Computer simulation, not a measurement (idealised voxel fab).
The document below concerns the process module designated voxel released beams.
Cross-sectional view cut (width: 285 nm; square cell size: 5 nm).
This document writes a cross-section as a grid whose cells are square, and gives it as bands, listed from the top down; one or more rows of cells form a band. Quick guide to a band line: top height, bottom height (nm) up front; then every material left to right with its width in nm. Only one material and it's marked "all across"? Then it fills the band edge to edge. And "blank" just means empty space. Heights are measured from 0, the level below which the as-received wafer is all one material; the lowest band has no bottom and continues downward, written as in "0..down". A two-number width, for instance "30 to 40", indicates that the width is equal to the first number in the top row of the band and to the second number in the bottom row, and that it changes by a constant amount per row of cells. "nothing altered" means the step left every cell of the cross-section as it was. So "Fully sealed cavities" is basically the list of trapped voids: any empty space of 8 cells or more that can't reach the top through an opening. They're written width x height at distance, the distance being from the left edge, and it's all nm. Read whatever lies past the settings on a step's line as the simulator's own remark about the step. overlay nm: mask offset rightward from planned place, masked step; negative means leftward offset.
## Process steps - plan
1,RECEIVE [material Si]
2,CONFORMAL_DEP [material Al2O3] [thk nm 5]
3,DIRECTIONAL_DEP [material SiO2] [thk nm 20]
4,PATTERN [tone open] [mask id ANCHOR] [material resist] [width nm 35] [thk nm 20] [overlay nm 0]
5,DIRECTIONAL_ETCH [etch materials SiO2] [depth nm 20]
6,STRIP [etch materials resist]
7,CONFORMAL_DEP [material SiN] [thk nm 15]
8,MASKED_ETCH [tone cover] [mask id BEAM] [width nm 85] [etch materials SiN] [depth nm 15] [overlay nm 0]
9,STRIP [etch materials SiO2]
## The first of the two wafers, which ran as planned
## Delivered wafer in cross-section: state after step 1
    0..down: Si all across
    Fully sealed cavities: none
## Cross-section: wafer state after step 2
    5..0: Al2O3 all across
    Rest of section, below 0: as before.
## Cross-section: wafer state after step 3
    25..5: SiO2 all across
    Rest of section, below 5: as before.
## Cross-section: wafer state after step 4
    45..25: 100 of resist  35 of blank  150 of resist
    Rest of section, below 25: as before.
## Cross-section: wafer state after step 5
    45..25: 100 of resist  35 of blank  150 of resist
    25..5: 100 of SiO2  35 of blank  150 of SiO2
    Rest of section, below 5: as before.
## Cross-section: wafer state after step 6
    25..5: 100 of SiO2  35 of blank  150 of SiO2
    Rest of section, below 5: as before.
## Cross-section: wafer state after step 7
    40..25: 115 of SiN  5 of blank  165 of SiN
    25..20: 100 of SiO2  15 of SiN  5 of blank  15 of SiN  150 of SiO2
    20..5: 100 of SiO2  35 of SiN  150 of SiO2
    Rest of section, below 5: as before.
## Cross-section: wafer state after step 8
    40..25: 95 of blank  20 of SiN  5 of blank  60 of SiN  105 of blank
    Rest of section, below 25: as before.
## Cross-section: wafer state after step 9
    40..25: 95 of blank  20 of SiN  5 of blank  60 of SiN  105 of blank
    25..20: 100 of blank  15 of SiN  5 of blank  15 of SiN  150 of blank
    20..5: 100 of blank  35 of SiN  150 of blank
    Rest of section, below 5: as before.
## Wafer two. Identical start, identical plan. One mistake in execution. Identical history through step 6
## Second wafer, cut view, end of step 7 per plan
    35..25: 110 of SiN  15 of blank  160 of SiN
    25..15: 100 of SiO2  10 of SiN  15 of blank  10 of SiN  150 of SiO2
    15..5: 100 of SiO2  35 of SiN  150 of SiO2
    Rest of section, below 5: as before.
## Second wafer, cut view, end of step 8 per plan
    35..25: 95 of blank  15 of SiN  15 of blank  55 of SiN  105 of blank
    Rest of section, below 25: as before.
## Second wafer, cut view, end of step 9 per plan
    35..25: 95 of blank  15 of SiN  15 of blank  55 of SiN  105 of blank
    25..15: 100 of blank  10 of SiN  15 of blank  10 of SiN  150 of blank
    15..5: 100 of blank  35 of SiN  150 of blank
    Rest of section, below 5: as before.
Plan not followed: step 7 was not run as planned; what actually ran was CONFORMAL_DEP [material SiN] [thk nm 10]
Final comparison by cell count, materials where the second wafer has more or fewer than the first: -25 SiN
